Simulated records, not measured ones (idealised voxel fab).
process module | voxel capacitor over wiring
Pictured: cross-section cut, 265 nm wide, on a grid of 5 nm square cells.
The cross-sections in this document take the form of a grid made of square cells. They are written out as bands, in order from top to bottom. Each band consists of one or more rows of cells. Heads up on the band format: heights come first, top then bottom, in nm. After that it's the materials left to right, each with its width in nm. A single material flagged "throughout" fills the whole band edge to edge, and "blank" means there's empty space there. Height reference: 0 = level under which incoming wafer is all one material. Lowest band: no bottom, runs on downward, e.g. "0..down". Read "30..40" as a graded width: first number on top, second number at the bottom, same change between each pair of neighbouring rows. "no modifications" (step): cross-section cells unchanged, all of them. "Unvented voids": empty spaces of 8 cells or more with no open way to the top, each given as width x height at distance, distance from the left edge, all in nm. If you see something after the settings on a step's line, that's the simulator's own remark about that step. Each step line may optionally specify "overlay nm", which for a step with a mask gives the rightward distance between the mask's planned place and where it lay, a negative value indicating the leftward direction.

Process steps (planned):
- 1: RECEIVE [material Si]
- 2: CONFORMAL_DEP [material SiO2] [thk nm 10]
- 3: DIRECTIONAL_DEP [material TiN] [thk nm 5]
- 4: DIRECTIONAL_DEP [material Ru] [thk nm 15]
- 5: MASKED_ETCH [tone cover] [mask id METAL_1] [width nm 20] [pitch nm 70] [etch materials Ru] [depth nm 15] [overlay nm 0]
- 6: MASKED_ETCH [tone cover] [mask id METAL_1] [width nm 20] [pitch nm 70] [etch materials TiN] [depth nm 5] [overlay nm 0]
- 7: CONFORMAL_DEP [material SiCN] [thk nm 5]
- 8: FILL_DEP [material lowk] [thk nm 10]
- 9: CMP [height nm 30]
- 10: CONFORMAL_DEP [material SiCN] [thk nm 5]
- 11: DIRECTIONAL_DEP [material lowk] [thk nm 20]
- 12: PATTERN [tone open] [mask id PLUG_1] [material resist] [width nm 15] [thk nm 15] [overlay nm 0]
- 13: DIRECTIONAL_ETCH [etch materials lowk] [depth nm 20]
- 14: DIRECTIONAL_ETCH [etch materials SiCN] [depth nm 5]
- 15: STRIP [etch materials resist]
- 16: CONFORMAL_DEP [material TiN] [thk nm 5]
- 17: FILL_DEP [material Cu] [thk nm 10]
- 18: CMP [height nm 55]
- 19: DIRECTIONAL_DEP [material TiN] [thk nm 5]
- 20: DIRECTIONAL_DEP [material HfO2] [thk nm 5]
- 21: DIRECTIONAL_DEP [material TiN] [thk nm 5]
- 22: PATTERN [tone cover] [mask id UPPER_PLATE] [material resist] [width nm 55] [thk nm 20] [overlay nm 0]
- 23: DIRECTIONAL_ETCH [etch materials TiN] [depth nm 5]
- 24: DIRECTIONAL_ETCH [etch materials HfO2] [depth nm 5]
- 25: STRIP [etch materials resist]
- 26: MASKED_ETCH [tone cover] [mask id LOWER_PLATE] [width nm 65] [etch materials TiN] [depth nm 5] [overlay nm 0]
- 27: FILL_DEP [material SiO2] [thk nm 15]
- 28: CMP [height nm 80]
- 29: PATTERN [tone open] [mask id PLUG_2] [material resist] [width nm 15] [thk nm 20] [overlay nm 0]
- 30: DIRECTIONAL_ETCH [etch materials SiO2] [depth nm 10]
- 31: STRIP [etch materials resist]
- 32: CONFORMAL_DEP [material TiN] [thk nm 5]
- 33: FILL_DEP [material Cu] [thk nm 10]
- 34: CMP [height nm 80]
- 35: CONFORMAL_DEP [material SiN] [thk nm 5]

Wafer as received: cross-section following step 1:
> 0..down = Si throughout
> Unvented voids: none

Looking at the first of two wafers in cross-section at end of module - ran to plan:
> 85..80 = SiN throughout
> 80..75 = SiO2: 100  TiN: 5  Cu: 5  TiN: 5  SiO2: 150
> 75..65 = SiO2: 100..90  TiN: 15..55  SiO2: 150..120
> 65..60 = SiO2: 90  HfO2: 55  SiO2: 120
> 60..55 = SiO2: 85  TiN: 65  SiO2: 115
> 55..35 = lowk: 90  TiN: 5  Cu: 5  TiN: 5  lowk: 160
> 35..30 = SiCN: 90  TiN: 15  SiCN: 160
> 30..15 = lowk: 80  SiCN: 5  Ru: 20  SiCN: 5  lowk: 40  SiCN: 5  Ru: 20  SiCN: 5  lowk: 85
> 15..10 = SiCN: 85  TiN: 20  SiCN: 50  TiN: 20  SiCN: 90
> 10..0 = SiO2 throughout
> 0..down = Si throughout
> Unvented voids: none

Wafer two, end of module, cross-section. Same start, same plan as wafer one. One mistake in the run:
> 85..80 = SiN throughout
> 80..75 = SiO2: 100  TiN: 5  Cu: 5  TiN: 5  SiO2: 150
> 75..65 = SiO2: 100..90  TiN: 15..55  SiO2: 150..120
> 65..60 = SiO2: 90  HfO2: 55  SiO2: 120
> 60..55 = SiO2: 85  TiN: 65  SiO2: 115
> 55..35 = Cu: 85  TiN: 5  lowk: 15  TiN: 5  Cu: 155
> 35..30 = TiN: 90  SiCN: 15  TiN: 160
> 30..15 = lowk: 80  SiCN: 5  Ru: 20  SiCN: 5  lowk: 40  SiCN: 5  Ru: 20  SiCN: 5  lowk: 85
> 15..10 = SiCN: 85  TiN: 20  SiCN: 50  TiN: 20  SiCN: 90
> 10..0 = SiO2 throughout
> 0..down = Si throughout
> Unvented voids: none
Diagnosis: off-plan run, step 12, actual operation and settings PATTERN [tone cover] [mask id PLUG_1] [material resist] [width nm 15] [thk nm 15] [overlay nm 0]
Final comparison by cell count, materials where the second wafer has more or fewer than the first: +188 Cu; -47 SiCN; +47 TiN; -188 lowk
